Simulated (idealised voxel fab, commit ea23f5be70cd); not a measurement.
This section sets out a process module, namely voxel transistor to metal.
Each square cell in cross-section cut measures 5 nm, and the section as a whole is 300 nm wide.
In what follows, cross-sections appear as grids of square cells, described through bands that run from the top down, where every band is one or more rows of cells.
Band: top height; bottom height; in nm. Then, left to right: material with width in nm, for each material. "all across": a single material spanning edge to edge. "empty": empty space.
Height datum 0, below which the as-received substrate wafer is one material. Lowest band open at the bottom, running downward: "0 -> down".
The two numbers in a width such as "30->40" mark its ends across the band: the first belongs to the top row of cells, the second to the bottom row, and from each row to the next the width moves by the same amount.
For the purposes of this document, the phrase "no modification" attached to a step denotes that no cell within the cross-section was modified by that step.
"Fully sealed cavities" contains a list of empty spaces, each no smaller than 8 cells and without an open way to the top, written in the form width x height at distance with the distance from the left edge and all three in nm.
What comes after the settings on a step's line is commentary from the simulator itself on that step.
overlay nm, on a step with a mask: how far to the right of its planned place the mask lay; to the left if negative
[The process steps that were planned are listed below]
1: RECEIVE, material Si
2: OXIDIZE, depth nm 5
3: CONFORMAL_DEP, material SiN, thk nm 10
4: MASKED_ETCH, tone cover, mask id ACTIVE, width nm 110, pitch nm 140, etch materials SiN, depth nm 10, overlay nm 0
5: MASKED_ETCH, tone cover, mask id ACTIVE, width nm 110, pitch nm 140, etch materials SiO2, depth nm 5, overlay nm 0
6: MASKED_ETCH, tone cover, mask id ACTIVE, width nm 110, pitch nm 140, etch materials Si, depth nm 35, overlay nm 0
7: FILL_DEP, material SiO2, thk nm 15
8: CMP, height nm 10
9: SELECTIVE_ETCH, etch materials SiO2, depth nm 10
10: STRIP, etch materials SiN
11: SELECTIVE_ETCH, etch materials SiO2, depth nm 5
12: OXIDIZE, depth nm 5
13: DIRECTIONAL_DEP, material polySi, thk nm 30
14: DIRECTIONAL_DEP, material SiCN, thk nm 15
15: PATTERN, tone cover, mask id GATE, material resist, width nm 20, pitch nm 140, thk nm 15, overlay nm 0
16: DIRECTIONAL_ETCH, etch materials SiCN, depth nm 25
17: DIRECTIONAL_ETCH, etch materials polySi, depth nm 40
18: STRIP, etch materials resist
19: CONFORMAL_DEP, material SiO2, thk nm 5
20: DIRECTIONAL_ETCH, etch materials SiO2, depth nm 5
21: CONFORMAL_DEP, material SiN, thk nm 5
22: DIRECTIONAL_ETCH, etch materials SiN, depth nm 5
23: DIRECTIONAL_ETCH, etch materials SiO2, depth nm 5
24: DIRECTIONAL_ETCH, etch materials Si, depth nm 15
25: EPI, material pSi, thk nm 15
26: FILL_DEP, material SiO2, thk nm 5
27: CMP, height nm 40
28: DIRECTIONAL_DEP, material SiO2, thk nm 10
29: MASKED_ETCH, tone open, mask id CONTACT, width nm 20, pitch nm 70, etch materials SiO2, depth nm 60, overlay nm 0
30: CONFORMAL_DEP, material TiN, thk nm 5
31: FILL_DEP, material W, thk nm 5
32: CMP, height nm 50
33: CONFORMAL_DEP, material SiCN, thk nm 5
34: DIRECTIONAL_DEP, material SiO2, thk nm 25
35: MASKED_ETCH, tone open, mask id METAL_1, width nm 20, pitch nm 70, etch materials SiO2, depth nm 25, overlay nm 0
36: MASKED_ETCH, tone open, mask id METAL_1, width nm 20, pitch nm 70, etch materials SiCN, depth nm 5, overlay nm 0
37: CONFORMAL_DEP, material TiN, thk nm 5
38: FILL_DEP, material Cu, thk nm 10
39: CMP, height nm 80
40: EPI, material Ru, thk nm 5
41: FILL_DEP, material SiCN, thk nm 5
[So, the first of our two wafers, run just as we planned it]
[Cross-sectional view of the wafer in its as-received condition, corresponding to the state after step 1]
    0 -> down  Si all across
    Fully sealed cavities: none
[So this is the wafer cross-section right after step 2]
    0 -> -5  SiO2 all across
    Whatever lies below -5 is exactly as it was before.
[So this is the wafer cross-section right after step 3]
    10 -> 0  SiN all across
    Whatever lies below 0 is exactly as it was before.
[So this is the wafer cross-section right after step 4]
    10 -> 0  empty (25); SiN (110); empty (30); SiN (110); empty (25)
    Whatever lies below 0 is exactly as it was before.
[So this is the wafer cross-section right after step 5]
    10 -> 0  empty (25); SiN (110); empty (30); SiN (110); empty (25)
    0 -> -5  empty (25); SiO2 (110); empty (30); SiO2 (110); empty (25)
    Whatever lies below -5 is exactly as it was before.
[So this is the wafer cross-section right after step 6]
    10 -> 0  empty (25); SiN (110); empty (30); SiN (110); empty (25)
    0 -> -5  empty (25); SiO2 (110); empty (30); SiO2 (110); empty (25)
    -5 -> -40  empty (25); Si (110); empty (30); Si (110); empty (25)
    Whatever lies below -40 is exactly as it was before.
[So this is the wafer cross-section right after step 7]
    25 -> 10  SiO2 all across
    10 -> 0  SiO2 (25); SiN (110); SiO2 (30); SiN (110); SiO2 (25)
    0 -> -5  SiO2 all across
    -5 -> -40  SiO2 (25); Si (110); SiO2 (30); Si (110); SiO2 (25)
    Whatever lies below -40 is exactly as it was before.
[So this is the wafer cross-section right after step 8]
    10 -> 0  SiO2 (25); SiN (110); SiO2 (30); SiN (110); SiO2 (25)
    Whatever lies below 0 is exactly as it was before.
[So this is the wafer cross-section right after step 9]
    10 -> 0  empty (25); SiN (110); empty (30); SiN (110); empty (25)
    Whatever lies below 0 is exactly as it was before.
[So this is the wafer cross-section right after step 10]
    0 -> -5  SiO2 all across
    Whatever lies below -5 is exactly as it was before.
[So this is the wafer cross-section right after step 11]
    -5 -> -40  SiO2 (25); Si (110); SiO2 (30); Si (110); SiO2 (25)
    Whatever lies below -40 is exactly as it was before.
[So this is the wafer cross-section right after step 12]
    -5 -> -10  SiO2 all across
    Whatever lies below -10 is exactly as it was before.
[So this is the wafer cross-section right after step 13]
    25 -> -5  polySi all across
    Whatever lies below -5 is exactly as it was before.
[So this is the wafer cross-section right after step 14]
    40 -> 25  SiCN all across
    Whatever lies below 25 is exactly as it was before.
[So this is the wafer cross-section right after step 15]
    55 -> 40  empty (70); resist (20); empty (120); resist (20); empty (70)
    Whatever lies below 40 is exactly as it was before.
[So this is the wafer cross-section right after step 16]
    55 -> 40  empty (70); resist (20); empty (120); resist (20); empty (70)
    40 -> 25  empty (70); SiCN (20); empty (120); SiCN (20); empty (70)
    Whatever lies below 25 is exactly as it was before.
[So this is the wafer cross-section right after step 17]
    55 -> 40  empty (70); resist (20); empty (120); resist (20); empty (70)
    40 -> 25  empty (70); SiCN (20); empty (120); SiCN (20); empty (70)
    25 -> -5  empty (70); polySi (20); empty (120); polySi (20); empty (70)
    Whatever lies below -5 is exactly as it was before.
[So this is the wafer cross-section right after step 18]
    40 -> 25  empty (70); SiCN (20); empty (120); SiCN (20); empty (70)
    Whatever lies below 25 is exactly as it was before.
[So this is the wafer cross-section right after step 19]
    45 -> 40  empty (65); SiO2 (30); empty (110); SiO2 (30); empty (65)
    40 -> 25  empty (65); SiO2 (5); SiCN (20); SiO2 (5); empty (110); SiO2 (5); SiCN (20); SiO2 (5); empty (65)
    25 -> 0  empty (65); SiO2 (5); polySi (20); SiO2 (5); empty (110); SiO2 (5); polySi (20); SiO2 (5); empty (65)
    0 -> -5  SiO2 (70); polySi (20); SiO2 (120); polySi (20); SiO2 (70)
    Whatever lies below -5 is exactly as it was before.
[So this is the wafer cross-section right after step 20]
    40 -> 25  empty (65); SiO2 (5); SiCN (20); SiO2 (5); empty (110); SiO2 (5); SiCN (20); SiO2 (5); empty (65)
    25 -> -5  empty (65); SiO2 (5); polySi (20); SiO2 (5); empty (110); SiO2 (5); polySi (20); SiO2 (5); empty (65)
    Whatever lies below -5 is exactly as it was before.
[So this is the wafer cross-section right after step 21]
    45 -> 40  empty (60); SiN (40); empty (100); SiN (40); empty (60)
    40 -> 25  empty (60); SiN (5); SiO2 (5); SiCN (20); SiO2 (5); SiN (5); empty (100); SiN (5); SiO2 (5); SiCN (20); SiO2 (5); SiN (5); empty (60)
    25 -> 0  empty (60); SiN (5); SiO2 (5); polySi (20); SiO2 (5); SiN (5); empty (100); SiN (5); SiO2 (5); polySi (20); SiO2 (5); SiN (5); empty (60)
    0 -> -5  SiN (65); SiO2 (5); polySi (20); SiO2 (5); SiN (110); SiO2 (5); polySi (20); SiO2 (5); SiN (65)
    Whatever lies below -5 is exactly as it was before.
[So this is the wafer cross-section right after step 22]
    40 -> 25  empty (60); SiN (5); SiO2 (5); SiCN (20); SiO2 (5); SiN (5); empty (100); SiN (5); SiO2 (5); SiCN (20); SiO2 (5); SiN (5); empty (60)
    25 -> -5  empty (60); SiN (5); SiO2 (5); polySi (20); SiO2 (5); SiN (5); empty (100); SiN (5); SiO2 (5); polySi (20); SiO2 (5); SiN (5); empty (60)
    Whatever lies below -5 is exactly as it was before.
[So this is the wafer cross-section right after step 23]
    40 -> 35  empty (60); SiN (5); empty (5); SiCN (20); empty (5); SiN (5); empty (100); SiN (5); empty (5); SiCN (20); empty (5); SiN (5); empty (60)
    35 -> 25  empty (60); SiN (5); SiO2 (5); SiCN (20); SiO2 (5); SiN (5); empty (100); SiN (5); SiO2 (5); SiCN (20); SiO2 (5); SiN (5); empty (60)
    25 -> -5  empty (60); SiN (5); SiO2 (5); polySi (20); SiO2 (5); SiN (5); empty (100); SiN (5); SiO2 (5); polySi (20); SiO2 (5); SiN (5); empty (60)
    -5 -> -10  empty (60); SiO2 (40); empty (100); SiO2 (40); empty (60)
    Whatever lies below -10 is exactly as it was before.
[So this is the wafer cross-section right after step 24]
    40 -> 35  empty (60); SiN (5); empty (5); SiCN (20); empty (5); SiN (5); empty (100); SiN (5); empty (5); SiCN (20); empty (5); SiN (5); empty (60)
    35 -> 25  empty (60); SiN (5); SiO2 (5); SiCN (20); SiO2 (5); SiN (5); empty (100); SiN (5); SiO2 (5); SiCN (20); SiO2 (5); SiN (5); empty (60)
    25 -> -5  empty (60); SiN (5); SiO2 (5); polySi (20); SiO2 (5); SiN (5); empty (100); SiN (5); SiO2 (5); polySi (20); SiO2 (5); SiN (5); empty (60)
    -5 -> -10  empty (60); SiO2 (40); empty (100); SiO2 (40); empty (60)
    -10 -> -25  SiO2 (25); empty (35); Si (40); empty (35); SiO2 (30); empty (35); Si (40); empty (35); SiO2 (25)
    Whatever lies below -25 is exactly as it was before.
[So this is the wafer cross-section right after step 25]
    40 -> 35  empty (60); SiN (5); empty (5); SiCN (20); empty (5); SiN (5); empty (100); SiN (5); empty (5); SiCN (20); empty (5); SiN (5); empty (60)
    35 -> 25  empty (60); SiN (5); SiO2 (5); SiCN (20); SiO2 (5); SiN (5); empty (100); SiN (5); SiO2 (5); SiCN (20); SiO2 (5); SiN (5); empty (60)
    25 -> 5  empty (60); SiN (5); SiO2 (5); polySi (20); SiO2 (5); SiN (5); empty (100); SiN (5); SiO2 (5); polySi (20); SiO2 (5); SiN (5); empty (60)
    5 -> -5  empty (45); pSi (15); SiN (5); SiO2 (5); polySi (20); SiO2 (5); SiN (5); pSi (15); empty (70); pSi (15); SiN (5); SiO2 (5); polySi (20); SiO2 (5); SiN (5); pSi (15); empty (45)
    -5 -> -10  empty (45); pSi (15); SiO2 (40); pSi (15); empty (70); pSi (15); SiO2 (40); pSi (15); empty (45)
    -10 -> -25  SiO2 (25); pSi (35); Si (40); pSi (35); SiO2 (30); pSi (35); Si (40); pSi (35); SiO2 (25)
    Whatever lies below -25 is exactly as it was before.
[So this is the wafer cross-section right after step 26]
    45 -> 40  SiO2 all across
    40 -> 25  SiO2 (60); SiN (5); SiO2 (5); SiCN (20); SiO2 (5); SiN (5); SiO2 (100); SiN (5); SiO2 (5); SiCN (20); SiO2 (5); SiN (5); SiO2 (60)
    25 -> 5  SiO2 (60); SiN (5); SiO2 (5); polySi (20); SiO2 (5); SiN (5); SiO2 (100); SiN (5); SiO2 (5); polySi (20); SiO2 (5); SiN (5); SiO2 (60)
    5 -> -5  SiO2 (45); pSi (15); SiN (5); SiO2 (5); polySi (20); SiO2 (5); SiN (5); pSi (15); SiO2 (70); pSi (15); SiN (5); SiO2 (5); polySi (20); SiO2 (5); SiN (5); pSi (15); SiO2 (45)
    -5 -> -10  SiO2 (45); pSi (15); SiO2 (40); pSi (15); SiO2 (70); pSi (15); SiO2 (40); pSi (15); SiO2 (45)
    Whatever lies below -10 is exactly as it was before.
[So this is the wafer cross-section right after step 27]
    40 -> 25  SiO2 (60); SiN (5); SiO2 (5); SiCN (20); SiO2 (5); SiN (5); SiO2 (100); SiN (5); SiO2 (5); SiCN (20); SiO2 (5); SiN (5); SiO2 (60)
    Whatever lies below 25 is exactly as it was before.
[So this is the wafer cross-section right after step 28]
    50 -> 40  SiO2 all across
    Whatever lies below 40 is exactly as it was before.
[So this is the wafer cross-section right after step 29]
    50 -> 40  SiO2 (35); empty (20); SiO2 (50); empty (20); SiO2 (50); empty (20); SiO2 (50); empty (20); SiO2 (35)
    40 -> 25  SiO2 (35); empty (20); SiO2 (5); SiN (5); SiO2 (5); SiCN (20); SiO2 (5); SiN (5); SiO2 (5); empty (20); SiO2 (50); empty (20); SiO2 (5); SiN (5); SiO2 (5); SiCN (20); SiO2 (5); SiN (5); SiO2 (5); empty (20); SiO2 (35)
    25 -> 5  SiO2 (35); empty (20); SiO2 (5); SiN (5); SiO2 (5); polySi (20); SiO2 (5); SiN (5); SiO2 (5); empty (20); SiO2 (50); empty (20); SiO2 (5); SiN (5); SiO2 (5); polySi (20); SiO2 (5); SiN (5); SiO2 (5); empty (20); SiO2 (35)
    5 -> -5  SiO2 (35); empty (10); pSi (15); SiN (5); SiO2 (5); polySi (20); SiO2 (5); SiN (5); pSi (15); empty (10); SiO2 (50); empty (10); pSi (15); SiN (5); SiO2 (5); polySi (20); SiO2 (5); SiN (5); pSi (15); empty (10); SiO2 (35)
    -5 -> -10  SiO2 (35); empty (10); pSi (15); SiO2 (40); pSi (15); empty (10); SiO2 (50); empty (10); pSi (15); SiO2 (40); pSi (15); empty (10); SiO2 (35)
    Whatever lies below -10 is exactly as it was before.
[So this is the wafer cross-section right after step 30]
    55 -> 50  TiN (40); empty (10); TiN (60); empty (10); TiN (60); empty (10); TiN (60); empty (10); TiN (40)
    50 -> 40  SiO2 (35); TiN (5); empty (10); TiN (5); SiO2 (50); TiN (5); empty (10); TiN (5); SiO2 (50); TiN (5); empty (10); TiN (5); SiO2 (50); TiN (5); empty (10); TiN (5); SiO2 (35)
    40 -> 25  SiO2 (35); TiN (5); empty (10); TiN (5); SiO2 (5); SiN (5); SiO2 (5); SiCN (20); SiO2 (5); SiN (5); SiO2 (5); TiN (5); empty (10); TiN (5); SiO2 (50); TiN (5); empty (10); TiN (5); SiO2 (5); SiN (5); SiO2 (5); SiCN (20); SiO2 (5); SiN (5); SiO2 (5); TiN (5); empty (10); TiN (5); SiO2 (35)
    25 -> 10  SiO2 (35); TiN (5); empty (10); TiN (5); SiO2 (5); SiN (5); SiO2 (5); polySi (20); SiO2 (5); SiN (5); SiO2 (5); TiN (5); empty (10); TiN (5); SiO2 (50); TiN (5); empty (10); TiN (5); SiO2 (5); SiN (5); SiO2 (5); polySi (20); SiO2 (5); SiN (5); SiO2 (5); TiN (5); empty (10); TiN (5); SiO2 (35)
    10 -> 5  SiO2 (35); TiN (20); SiO2 (5); SiN (5); SiO2 (5); polySi (20); SiO2 (5); SiN (5); SiO2 (5); TiN (20); SiO2 (50); TiN (20); SiO2 (5); SiN (5); SiO2 (5); polySi (20); SiO2 (5); SiN (5); SiO2 (5); TiN (20); SiO2 (35)
    5 -> -5  SiO2 (35); TiN (10); pSi (15); SiN (5); SiO2 (5); polySi (20); SiO2 (5); SiN (5); pSi (15); TiN (10); SiO2 (50); TiN (10); pSi (15); SiN (5); SiO2 (5); polySi (20); SiO2 (5); SiN (5); pSi (15); TiN (10); SiO2 (35)
    -5 -> -10  SiO2 (35); TiN (10); pSi (15); SiO2 (40); pSi (15); TiN (10); SiO2 (50); TiN (10); pSi (15); SiO2 (40); pSi (15); TiN (10); SiO2 (35)
    Whatever lies below -10 is exactly as it was before.
[So this is the wafer cross-section right after step 31]
    60 -> 55  W all across
    55 -> 50  TiN (40); W (10); TiN (60); W (10); TiN (60); W (10); TiN (60); W (10); TiN (40)
    50 -> 40  SiO2 (35); TiN (5); W (10); TiN (5); SiO2 (50); TiN (5); W (10); TiN (5); SiO2 (50); TiN (5); W (10); TiN (5); SiO2 (50); TiN (5); W (10); TiN (5); SiO2 (35)
    40 -> 25  SiO2 (35); TiN (5); W (10); TiN (5); SiO2 (5); SiN (5); SiO2 (5); SiCN (20); SiO2 (5); SiN (5); SiO2 (5); TiN (5); W (10); TiN (5); SiO2 (50); TiN (5); W (10); TiN (5); SiO2 (5); SiN (5); SiO2 (5); SiCN (20); SiO2 (5); SiN (5); SiO2 (5); TiN (5); W (10); TiN (5); SiO2 (35)
    25 -> 10  SiO2 (35); TiN (5); W (10); TiN (5); SiO2 (5); SiN (5); SiO2 (5); polySi (20); SiO2 (5); SiN (5); SiO2 (5); TiN (5); W (10); TiN (5); SiO2 (50); TiN (5); W (10); TiN (5); SiO2 (5); SiN (5); SiO2 (5); polySi (20); SiO2 (5); SiN (5); SiO2 (5); TiN (5); W (10); TiN (5); SiO2 (35)
    Whatever lies below 10 is exactly as it was before.
[So this is the wafer cross-section right after step 32]
    50 -> 40  SiO2 (35); TiN (5); W (10); TiN (5); SiO2 (50); TiN (5); W (10); TiN (5); SiO2 (50); TiN (5); W (10); TiN (5); SiO2 (50); TiN (5); W (10); TiN (5); SiO2 (35)
    Whatever lies below 40 is exactly as it was before.
[So this is the wafer cross-section right after step 33]
    55 -> 50  SiCN all across
    Whatever lies below 50 is exactly as it was before.
[So this is the wafer cross-section right after step 34]
    80 -> 55  SiO2 all across
    Whatever lies below 55 is exactly as it was before.
[So this is the wafer cross-section right after step 35]
    80 -> 55  SiO2 (35); empty (20); SiO2 (50); empty (20); SiO2 (50); empty (20); SiO2 (50); empty (20); SiO2 (35)
    Whatever lies below 55 is exactly as it was before.
[So this is the wafer cross-section right after step 36]
    80 -> 55  SiO2 (35); empty (20); SiO2 (50); empty (20); SiO2 (50); empty (20); SiO2 (50); empty (20); SiO2 (35)
    55 -> 50  SiCN (35); empty (20); SiCN (50); empty (20); SiCN (50); empty (20); SiCN (50); empty (20); SiCN (35)
    Whatever lies below 50 is exactly as it was before.
[So this is the wafer cross-section right after step 37]
    85 -> 80  TiN (40); empty (10); TiN (60); empty (10); TiN (60); empty (10); TiN (60); empty (10); TiN (40)
    80 -> 55  SiO2 (35); TiN (5); empty (10); TiN (5); SiO2 (50); TiN (5); empty (10); TiN (5); SiO2 (50); TiN (5); empty (10); TiN (5); SiO2 (50); TiN (5); empty (10); TiN (5); SiO2 (35)
    55 -> 50  SiCN (35); TiN (20); SiCN (50); TiN (20); SiCN (50); TiN (20); SiCN (50); TiN (20); SiCN (35)
    Whatever lies below 50 is exactly as it was before.
[So this is the wafer cross-section right after step 38]
    95 -> 85  Cu all across
    85 -> 80  TiN (40); Cu (10); TiN (60); Cu (10); TiN (60); Cu (10); TiN (60); Cu (10); TiN (40)
    80 -> 55  SiO2 (35); TiN (5); Cu (10); TiN (5); SiO2 (50); TiN (5); Cu (10); TiN (5); SiO2 (50); TiN (5); Cu (10); TiN (5); SiO2 (50); TiN (5); Cu (10); TiN (5); SiO2 (35)
    Whatever lies below 55 is exactly as it was before.
[So this is the wafer cross-section right after step 39]
    80 -> 55  SiO2 (35); TiN (5); Cu (10); TiN (5); SiO2 (50); TiN (5); Cu (10); TiN (5); SiO2 (50); TiN (5); Cu (10); TiN (5); SiO2 (50); TiN (5); Cu (10); TiN (5); SiO2 (35)
    Whatever lies below 55 is exactly as it was before.
[So this is the wafer cross-section right after step 40]
    85 -> 80  empty (30); Ru (30); empty (40); Ru (30); empty (40); Ru (30); empty (40); Ru (30); empty (30)
    Whatever lies below 80 is exactly as it was before.
[So this is the wafer cross-section right after step 41]
    90 -> 85  SiCN all across
    85 -> 80  SiCN (30); Ru (30); SiCN (40); Ru (30); SiCN (40); Ru (30); SiCN (40); Ru (30); SiCN (30)
    Whatever lies below 80 is exactly as it was before.
[Regarding the second of the two wafers: it shared the first wafer's starting condition and process plan, yet one error occurred during its execution. Its history coincides with that of the first wafer up to and including step 25]
[Second wafer, sectioned view, at step 26's planned end time]
    45 -> 40  TiN all across
    40 -> 35  TiN (60); SiN (5); TiN (5); SiCN (20); TiN (5); SiN (5); TiN (100); SiN (5); TiN (5); SiCN (20); TiN (5); SiN (5); TiN (60)
    35 -> 25  TiN (60); SiN (5); SiO2 (5); SiCN (20); SiO2 (5); SiN (5); TiN (100); SiN (5); SiO2 (5); SiCN (20); SiO2 (5); SiN (5); TiN (60)
    25 -> 5  TiN (60); SiN (5); SiO2 (5); polySi (20); SiO2 (5); SiN (5); TiN (100); SiN (5); SiO2 (5); polySi (20); SiO2 (5); SiN (5); TiN (60)
    5 -> -5  TiN (45); pSi (15); SiN (5); SiO2 (5); polySi (20); SiO2 (5); SiN (5); pSi (15); TiN (70); pSi (15); SiN (5); SiO2 (5); polySi (20); SiO2 (5); SiN (5); pSi (15); TiN (45)
    -5 -> -10  TiN (45); pSi (15); SiO2 (40); pSi (15); TiN (70); pSi (15); SiO2 (40); pSi (15); TiN (45)
    Whatever lies below -10 is exactly as it was before.
[Second wafer, sectioned view, at step 27's planned end time]
    40 -> 35  TiN (60); SiN (5); TiN (5); SiCN (20); TiN (5); SiN (5); TiN (100); SiN (5); TiN (5); SiCN (20); TiN (5); SiN (5); TiN (60)
    Whatever lies below 35 is exactly as it was before.
[Second wafer, sectioned view, at step 28's planned end time]
    50 -> 40  SiO2 all across
    Whatever lies below 40 is exactly as it was before.
[Second wafer, sectioned view, at step 29's planned end time]
    50 -> 40  SiO2 (35); empty (20); SiO2 (50); empty (20); SiO2 (50); empty (20); SiO2 (50); empty (20); SiO2 (35)
    Whatever lies below 40 is exactly as it was before.
[Second wafer, sectioned view, at step 30's planned end time]
    55 -> 50  TiN (40); empty (10); TiN (60); empty (10); TiN (60); empty (10); TiN (60); empty (10); TiN (40)
    50 -> 45  SiO2 (35); TiN (5); empty (10); TiN (5); SiO2 (50); TiN (5); empty (10); TiN (5); SiO2 (50); TiN (5); empty (10); TiN (5); SiO2 (50); TiN (5); empty (10); TiN (5); SiO2 (35)
    45 -> 40  SiO2 (35); TiN (20); SiO2 (50); TiN (20); SiO2 (50); TiN (20); SiO2 (50); TiN (20); SiO2 (35)
    Whatever lies below 40 is exactly as it was before.
[Second wafer, sectioned view, at step 31's planned end time]
    60 -> 55  W all across
    55 -> 50  TiN (40); W (10); TiN (60); W (10); TiN (60); W (10); TiN (60); W (10); TiN (40)
    50 -> 45  SiO2 (35); TiN (5); W (10); TiN (5); SiO2 (50); TiN (5); W (10); TiN (5); SiO2 (50); TiN (5); W (10); TiN (5); SiO2 (50); TiN (5); W (10); TiN (5); SiO2 (35)
    Whatever lies below 45 is exactly as it was before.
[Second wafer, sectioned view, at step 32's planned end time]
    50 -> 45  SiO2 (35); TiN (5); W (10); TiN (5); SiO2 (50); TiN (5); W (10); TiN (5); SiO2 (50); TiN (5); W (10); TiN (5); SiO2 (50); TiN (5); W (10); TiN (5); SiO2 (35)
    Whatever lies below 45 is exactly as it was before.
[Second wafer, sectioned view, at step 33's planned end time]
    55 -> 50  SiCN all across
    Whatever lies below 50 is exactly as it was before.
[Second wafer, sectioned view, at step 34's planned end time]
    80 -> 55  SiO2 all across
    Whatever lies below 55 is exactly as it was before.
[Second wafer, sectioned view, at step 35's planned end time]
    80 -> 55  SiO2 (35); empty (20); SiO2 (50); empty (20); SiO2 (50); empty (20); SiO2 (50); empty (20); SiO2 (35)
    Whatever lies below 55 is exactly as it was before.
[Second wafer, sectioned view, at step 36's planned end time]
    80 -> 55  SiO2 (35); empty (20); SiO2 (50); empty (20); SiO2 (50); empty (20); SiO2 (50); empty (20); SiO2 (35)
    55 -> 50  SiCN (35); empty (20); SiCN (50); empty (20); SiCN (50); empty (20); SiCN (50); empty (20); SiCN (35)
    Whatever lies below 50 is exactly as it was before.
[Second wafer, sectioned view, at step 37's planned end time]
    85 -> 80  TiN (40); empty (10); TiN (60); empty (10); TiN (60); empty (10); TiN (60); empty (10); TiN (40)
    80 -> 55  SiO2 (35); TiN (5); empty (10); TiN (5); SiO2 (50); TiN (5); empty (10); TiN (5); SiO2 (50); TiN (5); empty (10); TiN (5); SiO2 (50); TiN (5); empty (10); TiN (5); SiO2 (35)
    55 -> 50  SiCN (35); TiN (20); SiCN (50); TiN (20); SiCN (50); TiN (20); SiCN (50); TiN (20); SiCN (35)
    Whatever lies below 50 is exactly as it was before.
[Second wafer, sectioned view, at step 38's planned end time]
    95 -> 85  Cu all across
    85 -> 80  TiN (40); Cu (10); TiN (60); Cu (10); TiN (60); Cu (10); TiN (60); Cu (10); TiN (40)
    80 -> 55  SiO2 (35); TiN (5); Cu (10); TiN (5); SiO2 (50); TiN (5); Cu (10); TiN (5); SiO2 (50); TiN (5); Cu (10); TiN (5); SiO2 (50); TiN (5); Cu (10); TiN (5); SiO2 (35)
    Whatever lies below 55 is exactly as it was before.
[Second wafer, sectioned view, at step 39's planned end time]
    80 -> 55  SiO2 (35); TiN (5); Cu (10); TiN (5); SiO2 (50); TiN (5); Cu (10); TiN (5); SiO2 (50); TiN (5); Cu (10); TiN (5); SiO2 (50); TiN (5); Cu (10); TiN (5); SiO2 (35)
    Whatever lies below 55 is exactly as it was before.
[Second wafer, sectioned view, at step 40's planned end time]
    85 -> 80  empty (30); Ru (30); empty (40); Ru (30); empty (40); Ru (30); empty (40); Ru (30); empty (30)
    Whatever lies below 80 is exactly as it was before.
[Second wafer, sectioned view, at step 41's planned end time]
    90 -> 85  SiCN all across
    85 -> 80  SiCN (30); Ru (30); SiCN (40); Ru (30); SiCN (40); Ru (30); SiCN (40); Ru (30); SiCN (30)
    Whatever lies below 80 is exactly as it was before.
Deviation from plan: planned and actual differ for step 26; actual: FILL_DEP, material TiN, thk nm 5
Upon completion, the second wafer contains, in terms of cells, a greater or smaller amount of certain materials than the first wafer: SiO2: 272 fewer, TiN: 328 more, W: 56 fewer
